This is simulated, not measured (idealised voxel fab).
Herein follows the process module entitled voxel self aligned vias.
Pictured: cross-section cut, 210 nm wide, on a grid of 5 nm square cells.
For the purposes of this document, a cross-section shall be understood as a grid of square cells, specified as bands listed in top-to-bottom order, each band consisting of one or more rows of cells.
The entry gives the band's vertical extent as a top height and a bottom height in nm, then its horizontal make-up as materials from left to right, each with a width in nm. "blank" stands for empty space; a single material marked "full width" fills the band edge to edge.
Height 0 is the level under which the wafer as received is all one material. The lowest band goes on downwards, as in "0..down".
Width spec "30 to 40" -> top row of cells at first value, bottom row at second value, equal per-row change in between.
For the purposes of this document, the phrase "no alteration" attached to a step denotes that no cell within the cross-section was modified by that step.
If an empty space has no open way to the top and is at least 8 cells in size, "Closed void roster" lists it, written width x height at distance, where distance is measured from the left edge and every value is in nm.
Heads up: the bit after the settings on a step's line is the simulator's remark on that step.
overlay nm: step with mask; distance mask lay right of planned place; negative value = left of planned place.

[The process steps that were planned are listed below]
1 RECEIVE [material Si]
2 CONFORMAL_DEP [material SiO2] [thk nm 15]
3 CONFORMAL_DEP [material SiCN] [thk nm 5]
4 DIRECTIONAL_DEP [material SiO2] [thk nm 20]
5 PATTERN [tone open] [mask id LINES] [material resist] [width nm 20] [pitch nm 55] [thk nm 15] [overlay nm 0]
6 DIRECTIONAL_ETCH [etch materials SiO2] [depth nm 20]
7 STRIP [etch materials resist]
8 CONFORMAL_DEP [material TiN] [thk nm 5]
9 FILL_DEP [material Ru] [thk nm 5]
10 CMP [height nm 40]
11 SELECTIVE_ETCH [etch materials W Ru TiN] [depth nm 10]
12 FILL_DEP [material SiN] [thk nm 10]
13 CMP [height nm 40]
14 DIRECTIONAL_DEP [material SiO2] [thk nm 20]
15 MASKED_ETCH [tone open] [mask id VIAS] [width nm 40] [pitch nm 110] [etch materials SiO2] [depth nm 20] [overlay nm 0]
16 MASKED_ETCH [tone open] [mask id VIAS] [width nm 40] [pitch nm 110] [etch materials SiN] [depth nm 10] [overlay nm 0]
17 CONFORMAL_DEP [material TiN] [thk nm 5]
18 FILL_DEP [material Cu] [thk nm 10]
19 CMP [height nm 60]
20 CONFORMAL_DEP [material SiCN] [thk nm 5]

[first wafer, as planned]

[Delivered wafer in cross-section: state after step 1]
> 0..down  Si full width
> Closed void roster: none

[The wafer in cross-section once step 2 is complete]
> 15..0  SiO2 full width
> All layers under 0 are left as they were.

[The wafer in cross-section once step 3 is complete]
> 20..15  SiCN full width
> All layers under 15 are left as they were.

[The wafer in cross-section once step 4 is complete]
> 40..20  SiO2 full width
> All layers under 20 are left as they were.

[The wafer in cross-section once step 5 is complete]
> 55..40  40 resist; 20 blank; 35 resist; 20 blank; 35 resist; 20 blank; 40 resist
> All layers under 40 are left as they were.

[The wafer in cross-section once step 6 is complete]
> 55..40  40 resist; 20 blank; 35 resist; 20 blank; 35 resist; 20 blank; 40 resist
> 40..20  40 SiO2; 20 blank; 35 SiO2; 20 blank; 35 SiO2; 20 blank; 40 SiO2
> All layers under 20 are left as they were.

[The wafer in cross-section once step 7 is complete]
> 40..20  40 SiO2; 20 blank; 35 SiO2; 20 blank; 35 SiO2; 20 blank; 40 SiO2
> All layers under 20 are left as they were.

[The wafer in cross-section once step 8 is complete]
> 45..40  45 TiN; 10 blank; 45 TiN; 10 blank; 45 TiN; 10 blank; 45 TiN
> 40..25  40 SiO2; 5 TiN; 10 blank; 5 TiN; 35 SiO2; 5 TiN; 10 blank; 5 TiN; 35 SiO2; 5 TiN; 10 blank; 5 TiN; 40 SiO2
> 25..20  40 SiO2; 20 TiN; 35 SiO2; 20 TiN; 35 SiO2; 20 TiN; 40 SiO2
> All layers under 20 are left as they were.

[The wafer in cross-section once step 9 is complete]
> 50..45  Ru full width
> 45..40  45 TiN; 10 Ru; 45 TiN; 10 Ru; 45 TiN; 10 Ru; 45 TiN
> 40..25  40 SiO2; 5 TiN; 10 Ru; 5 TiN; 35 SiO2; 5 TiN; 10 Ru; 5 TiN; 35 SiO2; 5 TiN; 10 Ru; 5 TiN; 40 SiO2
> All layers under 25 are left as they were.

[The wafer in cross-section once step 10 is complete]
> 40..25  40 SiO2; 5 TiN; 10 Ru; 5 TiN; 35 SiO2; 5 TiN; 10 Ru; 5 TiN; 35 SiO2; 5 TiN; 10 Ru; 5 TiN; 40 SiO2
> All layers under 25 are left as they were.

[The wafer in cross-section once step 11 is complete]
> 40..30  40 SiO2; 20 blank; 35 SiO2; 20 blank; 35 SiO2; 20 blank; 40 SiO2
> All layers under 30 are left as they were.

[The wafer in cross-section once step 12 is complete]
> 50..40  SiN full width
> 40..30  40 SiO2; 20 SiN; 35 SiO2; 20 SiN; 35 SiO2; 20 SiN; 40 SiO2
> All layers under 30 are left as they were.

[The wafer in cross-section once step 13 is complete]
> 40..30  40 SiO2; 20 SiN; 35 SiO2; 20 SiN; 35 SiO2; 20 SiN; 40 SiO2
> All layers under 30 are left as they were.

[The wafer in cross-section once step 14 is complete]
> 60..40  SiO2 full width
> All layers under 40 are left as they were.

[The wafer in cross-section once step 15 is complete]
> 60..40  30 SiO2; 40 blank; 70 SiO2; 40 blank; 30 SiO2
> All layers under 40 are left as they were.

[The wafer in cross-section once step 16 is complete]
> 60..40  30 SiO2; 40 blank; 70 SiO2; 40 blank; 30 SiO2
> 40..30  40 SiO2; 20 blank; 35 SiO2; 20 SiN; 35 SiO2; 20 blank; 40 SiO2
> All layers under 30 are left as they were.

[The wafer in cross-section once step 17 is complete]
> 65..60  35 TiN; 30 blank; 80 TiN; 30 blank; 35 TiN
> 60..45  30 SiO2; 5 TiN; 30 blank; 5 TiN; 70 SiO2; 5 TiN; 30 blank; 5 TiN; 30 SiO2
> 45..40  30 SiO2; 15 TiN; 10 blank; 15 TiN; 70 SiO2; 15 TiN; 10 blank; 15 TiN; 30 SiO2
> 40..35  40 SiO2; 5 TiN; 10 blank; 5 TiN; 35 SiO2; 20 SiN; 35 SiO2; 5 TiN; 10 blank; 5 TiN; 40 SiO2
> 35..30  40 SiO2; 20 TiN; 35 SiO2; 20 SiN; 35 SiO2; 20 TiN; 40 SiO2
> All layers under 30 are left as they were.

[The wafer in cross-section once step 18 is complete]
> 75..65  Cu full width
> 65..60  35 TiN; 30 Cu; 80 TiN; 30 Cu; 35 TiN
> 60..45  30 SiO2; 5 TiN; 30 Cu; 5 TiN; 70 SiO2; 5 TiN; 30 Cu; 5 TiN; 30 SiO2
> 45..40  30 SiO2; 15 TiN; 10 Cu; 15 TiN; 70 SiO2; 15 TiN; 10 Cu; 15 TiN; 30 SiO2
> 40..35  40 SiO2; 5 TiN; 10 Cu; 5 TiN; 35 SiO2; 20 SiN; 35 SiO2; 5 TiN; 10 Cu; 5 TiN; 40 SiO2
> All layers under 35 are left as they were.

[The wafer in cross-section once step 19 is complete]
> 60..45  30 SiO2; 5 TiN; 30 Cu; 5 TiN; 70 SiO2; 5 TiN; 30 Cu; 5 TiN; 30 SiO2
> All layers under 45 are left as they were.

[The wafer in cross-section once step 20 is complete]
> 65..60  SiCN full width
> All layers under 60 are left as they were.

[Wafer two of two - same starting point, same process plan, one mistake in execution; matches wafer one up to and including step 18]

The second wafer in cross-section, at the planned close of step 19: no alteration

[The second wafer in cross-section, at the planned close of step 20]
> 80..75  SiCN full width
> All layers under 75 are left as they were.
It is concluded that the wafer was processed incorrectly with respect to the plan, in that plan step 19 was not performed, having been skipped
at the end the second wafer has, in cells: Cu +96; TiN +30
